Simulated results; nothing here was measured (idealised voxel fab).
The following process module bears the name voxel transistor to metal.
Displayed cross-section: cut, width of 285 nm, square cells sized 5 nm.
If you're reading a cross-section in this doc, picture square cells in a grid; it comes to you as bands, top ones listed first down to the bottom, and a band can be one or more rows of cells.
The band entry comprises the height of the band's top followed by the height of its bottom, expressed in nm, and subsequently the band's materials from left to right, each stated together with its width in nm. Where a single material is marked with the word "edge to edge", that material fills the band from edge to edge. The word "air" represents empty space.
Counting heights begins at 0, where everything beneath is, in the wafer as received, one material. The lowest band has no bottom; it goes on downwards, as "0 down" shows.
The width entry "30..40" should be interpreted row by row: the top row of cells in the band takes the first number, the bottom row takes the second number, and the change between adjacent rows is uniform throughout.
You'll sometimes find "nothing different" written for a step, and that's the way of saying that nowhere in the cross-section did a cell change during that step.
"Entrapped void list" enumerates empty spaces isolated from the top, with no open way to it, that contain at least 8 cells, giving each as width x height at distance from the left edge, all three in nm.
after a step's settings: what the simulator itself notes on the step
overlay nm: how far to the right of its planned place the mask lay on this masked step (negative: to the left).
**Planned process steps**
1) RECEIVE [material Si]
2) OXIDIZE [depth nm 5]
3) CONFORMAL_DEP [material SiN] [thk nm 10]
4) MASKED_ETCH [tone cover] [mask id ACTIVE] [width nm 100] [pitch nm 130] [etch materials SiN] [depth nm 10] [overlay nm 0]
5) MASKED_ETCH [tone cover] [mask id ACTIVE] [width nm 100] [pitch nm 130] [etch materials SiO2] [depth nm 5] [overlay nm 0]
6) MASKED_ETCH [tone cover] [mask id ACTIVE] [width nm 100] [pitch nm 130] [etch materials Si] [depth nm 30] [overlay nm 0]
7) FILL_DEP [material SiO2] [thk nm 5]
8) CMP [height nm 10]
9) SELECTIVE_ETCH [etch materials SiO2] [depth nm 5]
10) STRIP [etch materials SiN]
11) SELECTIVE_ETCH [etch materials SiO2] [depth nm 5]
12) OXIDIZE [depth nm 5]
13) DIRECTIONAL_DEP [material polySi] [thk nm 25]
14) DIRECTIONAL_DEP [material SiCN] [thk nm 15]
15) DIRECTIONAL_DEP [material aC] [thk nm 15]
16) PATTERN [tone cover] [mask id GATE] [material resist] [width nm 20] [pitch nm 130] [thk nm 35] [overlay nm 0]
17) DIRECTIONAL_ETCH [etch materials aC] [depth nm 15]
18) STRIP [etch materials resist]
19) DIRECTIONAL_ETCH [etch materials SiCN] [depth nm 25]
20) DIRECTIONAL_ETCH [etch materials polySi] [depth nm 35]
21) STRIP [etch materials aC]
22) CONFORMAL_DEP [material SiO2] [thk nm 5]
23) DIRECTIONAL_ETCH [etch materials SiO2] [depth nm 5]
24) CONFORMAL_DEP [material SiN] [thk nm 10]
25) DIRECTIONAL_ETCH [etch materials SiN] [depth nm 10]
26) DIRECTIONAL_ETCH [etch materials SiO2] [depth nm 5]
27) EPI [material pSi] [thk nm 5]
28) FILL_DEP [material SiO2] [thk nm 10]
29) CMP [height nm 35]
30) DIRECTIONAL_DEP [material SiO2] [thk nm 15]
31) PATTERN [tone open] [mask id CONTACT] [material resist] [width nm 15] [pitch nm 65] [thk nm 20] [overlay nm 0]
32) DIRECTIONAL_ETCH [etch materials SiO2] [depth nm 55]
33) STRIP [etch materials resist]
34) CONFORMAL_DEP [material TiN] [thk nm 5]
35) FILL_DEP [material Ru] [thk nm 5]
36) CMP [height nm 50]
37) CONFORMAL_DEP [material SiCN] [thk nm 5]
38) DIRECTIONAL_DEP [material lowk] [thk nm 20]
39) PATTERN [tone open] [mask id METAL_1] [material resist] [width nm 15] [pitch nm 65] [thk nm 15] [overlay nm 0]
40) DIRECTIONAL_ETCH [etch materials lowk] [depth nm 20]
41) DIRECTIONAL_ETCH [etch materials SiCN] [depth nm 5]
42) STRIP [etch materials resist]
43) CONFORMAL_DEP [material TiN] [thk nm 5]
44) FILL_DEP [material W] [thk nm 10]
45) CMP [height nm 75]
46) EPI [material Ru] [thk nm 5]
47) FILL_DEP [material SiCN] [thk nm 5]
**So this is the incoming wafer in cross-section - it's already been through step 1**
	0 down = Si edge to edge
	Entrapped void list: none
**The first of the two wafers as seen in cross-section once the module was finished; processing followed the plan**
	85 to 80 = SiCN edge to edge
	80 to 75 = 30 nm SiCN / 25 nm Ru / 40 nm SiCN / 25 nm Ru / 40 nm SiCN / 25 nm Ru / 40 nm SiCN / 25 nm Ru / 35 nm SiCN
	75 to 55 = 35 nm lowk / 5 nm TiN / 5 nm W / 5 nm TiN / 50 nm lowk / 5 nm TiN / 5 nm W / 5 nm TiN / 50 nm lowk / 5 nm TiN / 5 nm W / 5 nm TiN / 50 nm lowk / 5 nm TiN / 5 nm W / 5 nm TiN / 40 nm lowk
	55 to 50 = 35 nm SiCN / 15 nm TiN / 50 nm SiCN / 15 nm TiN / 50 nm SiCN / 15 nm TiN / 50 nm SiCN / 15 nm TiN / 40 nm SiCN
	50 to 35 = 35 nm SiO2 / 5 nm TiN / 5 nm Ru / 5 nm TiN / 50 nm SiO2 / 5 nm TiN / 5 nm Ru / 5 nm TiN / 50 nm SiO2 / 5 nm TiN / 5 nm Ru / 5 nm TiN / 50 nm SiO2 / 5 nm TiN / 5 nm Ru / 5 nm TiN / 40 nm SiO2
	35 to 20 = 35 nm SiO2 / 5 nm TiN / 5 nm Ru / 5 nm TiN / 10 nm SiN / 5 nm SiO2 / 20 nm SiCN / 5 nm SiO2 / 10 nm SiN / 5 nm TiN / 5 nm Ru / 5 nm TiN / 50 nm SiO2 / 5 nm TiN / 5 nm Ru / 5 nm TiN / 10 nm SiN / 5 nm SiO2 / 20 nm SiCN / 5 nm SiO2 / 10 nm SiN / 5 nm TiN / 5 nm Ru / 5 nm TiN / 40 nm SiO2
	20 to 0 = 35 nm SiO2 / 5 nm TiN / 5 nm Ru / 5 nm TiN / 10 nm SiN / 5 nm SiO2 / 20 nm polySi / 5 nm SiO2 / 10 nm SiN / 5 nm TiN / 5 nm Ru / 5 nm TiN / 50 nm SiO2 / 5 nm TiN / 5 nm Ru / 5 nm TiN / 10 nm SiN / 5 nm SiO2 / 20 nm polySi / 5 nm SiO2 / 10 nm SiN / 5 nm TiN / 5 nm Ru / 5 nm TiN / 40 nm SiO2
	0 to -5 = 25 nm SiO2 / 10 nm SiN / 15 nm TiN / 10 nm SiN / 5 nm SiO2 / 20 nm polySi / 5 nm SiO2 / 10 nm SiN / 15 nm TiN / 10 nm SiN / 30 nm SiO2 / 10 nm SiN / 15 nm TiN / 10 nm SiN / 5 nm SiO2 / 20 nm polySi / 5 nm SiO2 / 10 nm SiN / 15 nm TiN / 10 nm SiN / 30 nm SiO2
	-5 to -10 = 35 nm SiO2 / 15 nm pSi / 50 nm SiO2 / 15 nm pSi / 50 nm SiO2 / 15 nm pSi / 50 nm SiO2 / 15 nm pSi / 40 nm SiO2
	-10 to -35 = 25 nm SiO2 / 100 nm Si / 30 nm SiO2 / 100 nm Si / 30 nm SiO2
	-35 down = Si edge to edge
	Entrapped void list: none
**Here's the second of our two wafers sectioned at module end. Same start as the first, same plan, but one mistake got made running it**
	85 to 80 = SiCN edge to edge
	80 to 75 = 40 nm SiCN / 25 nm Ru / 40 nm SiCN / 25 nm Ru / 40 nm SiCN / 25 nm Ru / 40 nm SiCN / 25 nm Ru / 25 nm SiCN
	75 to 55 = 45 nm lowk / 5 nm TiN / 5 nm W / 5 nm TiN / 50 nm lowk / 5 nm TiN / 5 nm W / 5 nm TiN / 50 nm lowk / 5 nm TiN / 5 nm W / 5 nm TiN / 50 nm lowk / 5 nm TiN / 5 nm W / 5 nm TiN / 30 nm lowk
	55 to 50 = 45 nm SiCN / 15 nm TiN / 50 nm SiCN / 15 nm TiN / 50 nm SiCN / 15 nm TiN / 50 nm SiCN / 15 nm TiN / 30 nm SiCN
	50 to 35 = 35 nm SiO2 / 5 nm TiN / 5 nm Ru / 5 nm TiN / 50 nm SiO2 / 5 nm TiN / 5 nm Ru / 5 nm TiN / 50 nm SiO2 / 5 nm TiN / 5 nm Ru / 5 nm TiN / 50 nm SiO2 / 5 nm TiN / 5 nm Ru / 5 nm TiN / 40 nm SiO2
	35 to 20 = 35 nm SiO2 / 5 nm TiN / 5 nm Ru / 5 nm TiN / 10 nm SiN / 5 nm SiO2 / 20 nm SiCN / 5 nm SiO2 / 10 nm SiN / 5 nm TiN / 5 nm Ru / 5 nm TiN / 50 nm SiO2 / 5 nm TiN / 5 nm Ru / 5 nm TiN / 10 nm SiN / 5 nm SiO2 / 20 nm SiCN / 5 nm SiO2 / 10 nm SiN / 5 nm TiN / 5 nm Ru / 5 nm TiN / 40 nm SiO2
	20 to 0 = 35 nm SiO2 / 5 nm TiN / 5 nm Ru / 5 nm TiN / 10 nm SiN / 5 nm SiO2 / 20 nm polySi / 5 nm SiO2 / 10 nm SiN / 5 nm TiN / 5 nm Ru / 5 nm TiN / 50 nm SiO2 / 5 nm TiN / 5 nm Ru / 5 nm TiN / 10 nm SiN / 5 nm SiO2 / 20 nm polySi / 5 nm SiO2 / 10 nm SiN / 5 nm TiN / 5 nm Ru / 5 nm TiN / 40 nm SiO2
	0 to -5 = 25 nm SiO2 / 10 nm SiN / 15 nm TiN / 10 nm SiN / 5 nm SiO2 / 20 nm polySi / 5 nm SiO2 / 10 nm SiN / 15 nm TiN / 10 nm SiN / 30 nm SiO2 / 10 nm SiN / 15 nm TiN / 10 nm SiN / 5 nm SiO2 / 20 nm polySi / 5 nm SiO2 / 10 nm SiN / 15 nm TiN / 10 nm SiN / 30 nm SiO2
	-5 to -10 = 35 nm SiO2 / 15 nm pSi / 50 nm SiO2 / 15 nm pSi / 50 nm SiO2 / 15 nm pSi / 50 nm SiO2 / 15 nm pSi / 40 nm SiO2
	-10 to -35 = 25 nm SiO2 / 100 nm Si / 30 nm SiO2 / 100 nm Si / 30 nm SiO2
	-35 down = Si edge to edge
	Entrapped void list: none
Want to know what went wrong? for step 39, the planned setting was not used; the step was instead run as PATTERN [tone open] [mask id METAL_1] [material resist] [width nm 15] [pitch nm 65] [thk nm 15] [overlay nm 10]
Same inventory, different map: at the end, the second wafer holds as many cells of each material as the first, placed elsewhere.
